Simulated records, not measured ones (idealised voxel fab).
process module | voxel capacitor over wiring
cross-section cut | 275 nm wide | cells 5 nm
Each cross-section below is a grid of square cells, stated as bands in top-down order, with one or more rows of cells making up each band. What a band's entry tells you: where the top is and where the bottom is, as heights in nm, and after that what lies inside, material by material from left to right, each with its width in nm. Empty space is written as the word "air", and a single material marked with the word "everywhere" occupies the band from edge to edge. Below 0: as-received wafer, all one material; heights counted from there. Lowest band: no bottom, goes on down, written "top 0, no bottom". A width such as "30->40" changes by the same amount from each row of cells to the next, from the band's top row to its bottom row. "same as before" -> step changed no cross-section cell. "Enclosed void catalog" specifies each empty space that is not open to the top and that occupies no fewer than 8 cells, using the form width x height at distance, the distance measured from the left edge and all three quantities in nm. The remark found on a step's line after its settings is issued by the simulator itself and pertains to that step. Steps that use a mask can have "overlay nm" on their line. It says how far the mask sat to the right of where it was meant to be. Negative means to the left.

Listed below are the process steps as planned
1. RECEIVE: material Si
2. CONFORMAL_DEP: material SiO2, thk nm 15
3. DIRECTIONAL_DEP: material TiN, thk nm 5
4. DIRECTIONAL_DEP: material Ru, thk nm 20
5. MASKED_ETCH: tone cover, mask id METAL_1, width nm 20, pitch nm 90, etch materials Ru, depth nm 20, overlay nm 0
6. MASKED_ETCH: tone cover, mask id METAL_1, width nm 20, pitch nm 90, etch materials TiN, depth nm 5, overlay nm 0
7. FILL_DEP: material SiO2, thk nm 5
8. CMP: height nm 40
9. CONFORMAL_DEP: material SiCN, thk nm 5
10. DIRECTIONAL_DEP: material lowk, thk nm 20
11. PATTERN: tone open, mask id PLUG_1, material resist, width nm 15, thk nm 20, overlay nm 0
12. DIRECTIONAL_ETCH: etch materials lowk, depth nm 20
13. DIRECTIONAL_ETCH: etch materials SiCN, depth nm 5
14. STRIP: etch materials resist
15. CONFORMAL_DEP: material TiN, thk nm 5
16. FILL_DEP: material Cu, thk nm 10
17. CMP: height nm 65
18. DIRECTIONAL_DEP: material TiN, thk nm 10
19. DIRECTIONAL_DEP: material SiN, thk nm 5
20. DIRECTIONAL_DEP: material TiN, thk nm 5
21. MASKED_ETCH: tone cover, mask id UPPER_PLATE, width nm 75, etch materials TiN, depth nm 5, overlay nm 0
22. MASKED_ETCH: tone cover, mask id UPPER_PLATE, width nm 75, etch materials SiN, depth nm 5, overlay nm 0
23. MASKED_ETCH: tone cover, mask id LOWER_PLATE, width nm 85, etch materials TiN, depth nm 10, overlay nm 0
24. FILL_DEP: material SiO2, thk nm 15
25. CMP: height nm 95
26. PATTERN: tone open, mask id PLUG_2, material resist, width nm 15, thk nm 20, overlay nm 0
27. DIRECTIONAL_ETCH: etch materials SiO2, depth nm 10
28. STRIP: etch materials resist
29. CONFORMAL_DEP: material TiN, thk nm 5
30. FILL_DEP: material W, thk nm 5
31. CMP: height nm 95
32. CONFORMAL_DEP: material SiCN, thk nm 5

So this is the incoming wafer in cross-section - it's already been through step 1
top 0, no bottom  Si everywhere
Enclosed void catalog: none

Cross-sectional result after module completion. Note: starting condition and plan are unchanged from above; one processing mistake was made
top 100, bottom 95  SiCN everywhere
top 95, bottom 90  SiO2: 95, then TiN: 5, then W: 5, then TiN: 5, then SiO2: 165
top 90, bottom 80  SiO2: 95->85, then TiN: 15->75, then SiO2: 165->115
top 80, bottom 75  SiO2: 85, then SiN: 75, then SiO2: 115
top 75, bottom 65  SiO2: 80, then TiN: 85, then SiO2: 110
top 65, bottom 45  lowk: 95, then TiN: 5, then Cu: 5, then TiN: 5, then lowk: 165
top 45, bottom 40  SiCN: 95, then TiN: 15, then SiCN: 165
top 40, bottom 20  SiO2: 80, then Ru: 20, then SiO2: 70, then Ru: 20, then SiO2: 85
top 20, bottom 15  SiO2: 80, then TiN: 20, then SiO2: 70, then TiN: 20, then SiO2: 85
top 15, bottom 0  SiO2 everywhere
top 0, no bottom  Si everywhere
Enclosed void catalog: none
Against the plan, the run slipped here: note that step 11 departed from the planned setting and was carried out as PATTERN: tone open, mask id PLUG_1, material resist, width nm 15, thk nm 20, overlay nm 10
